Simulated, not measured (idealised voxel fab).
process module | voxel capacitor over wiring
cross-section cut | 220 nm wide | cells 5 nm
A cross-section is a grid of square cells, given in bands from the top down. A band is one or more rows of cells.
Each band's line starts with the height of the band's top and of its bottom, in nm. Then come its materials from left to right, each with its width in nm. One material with "throughout" fills the band from edge to edge. "air" is empty space.
Height 0 is the level under which the wafer as received is all one material. The lowest band goes on downwards, as in "0 down".
A width such as "30 to 40" changes by the same amount from each row of cells to the next, from the band's top row to its bottom row.
"no change" after a step means that no cell of the cross-section changed.
closed voids: empty space of 8 cells or more with no open way to the top, each as width x height at its distance from the left edge, in nm
after a step's settings: what the simulator itself notes on the step
overlay nm, on a step with a mask: how far to the right of its planned place the mask lay; to the left if negative
plan
1 op RECEIVE | material Si
2 op CONFORMAL_DEP | material SiO2 | thk nm 10
3 op CONFORMAL_DEP | material SiN | thk nm 5
4 op DIRECTIONAL_DEP | material lowk | thk nm 15
5 op PATTERN | tone open | mask id METAL_1 | material resist | width nm 20 | pitch nm 70 | thk nm 15 | overlay nm 0
6 op DIRECTIONAL_ETCH | etch materials lowk | depth nm 15
7 op DIRECTIONAL_ETCH | etch materials SiN | depth nm 5
8 op STRIP | etch materials resist
9 op CONFORMAL_DEP | material TiN | thk nm 5
10 op FILL_DEP | material Cu | thk nm 10
11 op CMP | height nm 30
12 op CONFORMAL_DEP | material SiCN | thk nm 5
13 op DIRECTIONAL_DEP | material lowk | thk nm 20
14 op DIRECTIONAL_DEP | material aC | thk nm 10
15 op PATTERN | tone open | mask id PLUG_1 | material resist | width nm 15 | thk nm 30 | overlay nm 0
16 op DIRECTIONAL_ETCH | etch materials aC | depth nm 10
17 op STRIP | etch materials resist
18 op DIRECTIONAL_ETCH | etch materials lowk | depth nm 20
19 op DIRECTIONAL_ETCH | etch materials SiCN | depth nm 5
20 op STRIP | etch materials aC
21 op EPI | material Ru | thk nm 10
22 op EPI | material Ru | thk nm 10
23 op EPI | material Ru | thk nm 5
24 op DIRECTIONAL_DEP | material TiN | thk nm 10
25 op DIRECTIONAL_DEP | material SiN | thk nm 5
26 op DIRECTIONAL_DEP | material TiN | thk nm 10
27 op PATTERN | tone cover | mask id UPPER_PLATE | material resist | width nm 55 | thk nm 15 | overlay nm 0
28 op DIRECTIONAL_ETCH | etch materials TiN | depth nm 10
29 op DIRECTIONAL_ETCH | etch materials SiN | depth nm 5
30 op STRIP | etch materials resist
31 op MASKED_ETCH | tone cover | mask id LOWER_PLATE | width nm 65 | etch materials TiN | depth nm 10 | overlay nm 0
32 op FILL_DEP | material SiO2 | thk nm 15
33 op CMP | height nm 90
34 op DIRECTIONAL_DEP | material aC | thk nm 15
35 op PATTERN | tone open | mask id PLUG_2 | material resist | width nm 15 | thk nm 30 | overlay nm 0
36 op DIRECTIONAL_ETCH | etch materials aC | depth nm 15
37 op STRIP | etch materials resist
38 op DIRECTIONAL_ETCH | etch materials SiO2 | depth nm 10
39 op STRIP | etch materials aC
40 op CONFORMAL_DEP | material TiN | thk nm 5
41 op FILL_DEP | material Cu | thk nm 5
42 op CMP | height nm 90
43 op CONFORMAL_DEP | material SiCN | thk nm 5
as received, after step 1
  0 down: Si throughout
  closed voids: none
a wafer at the end: this start, this plan, one mistake
  95 to 90: SiCN throughout
  90 to 85: SiO2 80 | TiN 5 | Cu 5 | TiN 5 | SiO2 125
  85 to 80: SiO2 80 | TiN 15 | SiO2 125
  80 to 70: SiO2 70 | TiN 55 | SiO2 95
  70 to 65: SiO2 70 | SiN 55 | SiO2 95
  65 to 55: SiO2 65 | TiN 65 | SiO2 90
  55 to 35: lowk 70 | Ru 15 | lowk 135
  35 to 30: SiCN 70 | Ru 15 | SiCN 135
  30 to 25: TiN 70 | Cu 10 | TiN 60 | Cu 10 | TiN 70
  25 to 15: lowk 65 | TiN 5 | Cu 10 | TiN 5 | lowk 50 | TiN 5 | Cu 10 | TiN 5 | lowk 65
  15 to 10: SiN 65 | TiN 20 | SiN 50 | TiN 20 | SiN 65
  10 to 0: SiO2 throughout
  0 down: Si throughout
  closed voids: none
what went wrong: step 4 ran as: op DIRECTIONAL_DEP | material lowk | thk nm 10
